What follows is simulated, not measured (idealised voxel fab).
voxel trench capacitor: a process module
In the cross-section labelled cut, the width is 185 nm and each square cell is 5 nm.
Each cross-section below is a grid of square cells, stated as bands in top-down order, with one or more rows of cells making up each band. Quick guide to a band line: top height, bottom height (nm) up front; then every material left to right with its width in nm. Only one material and it's marked "edge to edge"? Then it fills the band edge to edge. And "empty" just means empty space. Note: height 0 marks the level under which the wafer is uniformly one material as received. Lowest band unbounded below, written "from 0 down". Width: "30->40" (first number = top row, second number = bottom row, same change from row to row of cells). You'll sometimes find "changes: none" written for a step, and that's the way of saying that nowhere in the cross-section did a cell change during that step. The label "Enclosed cavities" introduces a list of the empty spaces, 8 cells or larger, that have no open way up to the top; each entry in it reads width x height at distance, where the distance is taken from the left edge and all three are stated in nm. Step line, after settings: the simulator's comment on this step. overlay nm: right-of-plan distance of the mask on a masked step; negative values mean left-of-plan.
Planned process steps:
1,RECEIVE [material Si]
2,CONFORMAL_DEP [material SiN] [thk nm 10]
3,PATTERN [tone open] [mask id TRENCH] [material resist] [width nm 15] [pitch nm 40] [thk nm 15] [overlay nm 0]
4,DIRECTIONAL_ETCH [etch materials SiN] [depth nm 10]
5,DIRECTIONAL_ETCH [etch materials Si] [depth nm 30]
6,STRIP [etch materials resist]
7,CONFORMAL_DEP [material Al2O3] [thk nm 5]
8,FILL_DEP [material polySi] [thk nm 5]
9,CMP [height nm 10]
First of the two wafers, run per plan:
Received-state cross-section, reflecting completion of step 1:
> from 0 down: Si edge to edge
> Enclosed cavities: none
after step 2:
> from 10 to 0: SiN edge to edge
> Unchanged below 0.
after step 3:
> from 25 to 10: resist=25; empty=15; resist=25; empty=15; resist=25; empty=15; resist=25; empty=15; resist=25
> Unchanged below 10.
after step 4:
> from 25 to 10: resist=25; empty=15; resist=25; empty=15; resist=25; empty=15; resist=25; empty=15; resist=25
> from 10 to 0: SiN=25; empty=15; SiN=25; empty=15; SiN=25; empty=15; SiN=25; empty=15; SiN=25
> Unchanged below 0.
after step 5:
> from 25 to 10: resist=25; empty=15; resist=25; empty=15; resist=25; empty=15; resist=25; empty=15; resist=25
> from 10 to 0: SiN=25; empty=15; SiN=25; empty=15; SiN=25; empty=15; SiN=25; empty=15; SiN=25
> from 0 to -30: Si=25; empty=15; Si=25; empty=15; Si=25; empty=15; Si=25; empty=15; Si=25
> Unchanged below -30.
after step 6:
> from 10 to 0: SiN=25; empty=15; SiN=25; empty=15; SiN=25; empty=15; SiN=25; empty=15; SiN=25
> Unchanged below 0.
after step 7:
> from 15 to 10: Al2O3=30; empty=5; Al2O3=35; empty=5; Al2O3=35; empty=5; Al2O3=35; empty=5; Al2O3=30
> from 10 to 0: SiN=25; Al2O3=5; empty=5; Al2O3=5; SiN=25; Al2O3=5; empty=5; Al2O3=5; SiN=25; Al2O3=5; empty=5; Al2O3=5; SiN=25; Al2O3=5; empty=5; Al2O3=5; SiN=25
> from 0 to -25: Si=25; Al2O3=5; empty=5; Al2O3=5; Si=25; Al2O3=5; empty=5; Al2O3=5; Si=25; Al2O3=5; empty=5; Al2O3=5; Si=25; Al2O3=5; empty=5; Al2O3=5; Si=25
> from -25 to -30: Si=25; Al2O3=15; Si=25; Al2O3=15; Si=25; Al2O3=15; Si=25; Al2O3=15; Si=25
> Unchanged below -30.
after step 8:
> from 20 to 15: polySi edge to edge
> from 15 to 10: Al2O3=30; polySi=5; Al2O3=35; polySi=5; Al2O3=35; polySi=5; Al2O3=35; polySi=5; Al2O3=30
> from 10 to 0: SiN=25; Al2O3=5; polySi=5; Al2O3=5; SiN=25; Al2O3=5; polySi=5; Al2O3=5; SiN=25; Al2O3=5; polySi=5; Al2O3=5; SiN=25; Al2O3=5; polySi=5; Al2O3=5; SiN=25
> from 0 to -25: Si=25; Al2O3=5; polySi=5; Al2O3=5; Si=25; Al2O3=5; polySi=5; Al2O3=5; Si=25; Al2O3=5; polySi=5; Al2O3=5; Si=25; Al2O3=5; polySi=5; Al2O3=5; Si=25
> Unchanged below -25.
after step 9:
> from 10 to 0: SiN=25; Al2O3=5; polySi=5; Al2O3=5; SiN=25; Al2O3=5; polySi=5; Al2O3=5; SiN=25; Al2O3=5; polySi=5; Al2O3=5; SiN=25; Al2O3=5; polySi=5; Al2O3=5; SiN=25
> Unchanged below 0.
Notes, second wafer: start = first wafer's, plan = first wafer's, execution had one mistake; history identical to first through step 4:
X-section, second wafer, when step 5 was due to finish:
> from 25 to 10: resist=25; empty=15; resist=25; empty=15; resist=25; empty=15; resist=25; empty=15; resist=25
> from 10 to 0: SiN=25; empty=15; SiN=25; empty=15; SiN=25; empty=15; SiN=25; empty=15; SiN=25
> from 0 to -60: Si=25; empty=15; Si=25; empty=15; Si=25; empty=15; Si=25; empty=15; Si=25
> Unchanged below -60.
X-section, second wafer, when step 6 was due to finish:
> from 10 to 0: SiN=25; empty=15; SiN=25; empty=15; SiN=25; empty=15; SiN=25; empty=15; SiN=25
> Unchanged below 0.
X-section, second wafer, when step 7 was due to finish:
> from 15 to 10: Al2O3=30; empty=5; Al2O3=35; empty=5; Al2O3=35; empty=5; Al2O3=35; empty=5; Al2O3=30
> from 10 to 0: SiN=25; Al2O3=5; empty=5; Al2O3=5; SiN=25; Al2O3=5; empty=5; Al2O3=5; SiN=25; Al2O3=5; empty=5; Al2O3=5; SiN=25; Al2O3=5; empty=5; Al2O3=5; SiN=25
> from 0 to -55: Si=25; Al2O3=5; empty=5; Al2O3=5; Si=25; Al2O3=5; empty=5; Al2O3=5; Si=25; Al2O3=5; empty=5; Al2O3=5; Si=25; Al2O3=5; empty=5; Al2O3=5; Si=25
> from -55 to -60: Si=25; Al2O3=15; Si=25; Al2O3=15; Si=25; Al2O3=15; Si=25; Al2O3=15; Si=25
> Unchanged below -60.
X-section, second wafer, when step 8 was due to finish:
> from 20 to 15: polySi edge to edge
> from 15 to 10: Al2O3=30; polySi=5; Al2O3=35; polySi=5; Al2O3=35; polySi=5; Al2O3=35; polySi=5; Al2O3=30
> from 10 to 0: SiN=25; Al2O3=5; polySi=5; Al2O3=5; SiN=25; Al2O3=5; polySi=5; Al2O3=5; SiN=25; Al2O3=5; polySi=5; Al2O3=5; SiN=25; Al2O3=5; polySi=5; Al2O3=5; SiN=25
> from 0 to -55: Si=25; Al2O3=5; polySi=5; Al2O3=5; Si=25; Al2O3=5; polySi=5; Al2O3=5; Si=25; Al2O3=5; polySi=5; Al2O3=5; Si=25; Al2O3=5; polySi=5; Al2O3=5; Si=25
> Unchanged below -55.
X-section, second wafer, when step 9 was due to finish:
> from 10 to 0: SiN=25; Al2O3=5; polySi=5; Al2O3=5; SiN=25; Al2O3=5; polySi=5; Al2O3=5; SiN=25; Al2O3=5; polySi=5; Al2O3=5; SiN=25; Al2O3=5; polySi=5; Al2O3=5; SiN=25
> Unchanged below 0.
Processing error: twice over, step 5 of the plan was run
Final tally in cells, some materials are higher or lower on the second wafer than on the first: 48 more of Al2O3 | 72 fewer of Si | 24 more of polySi
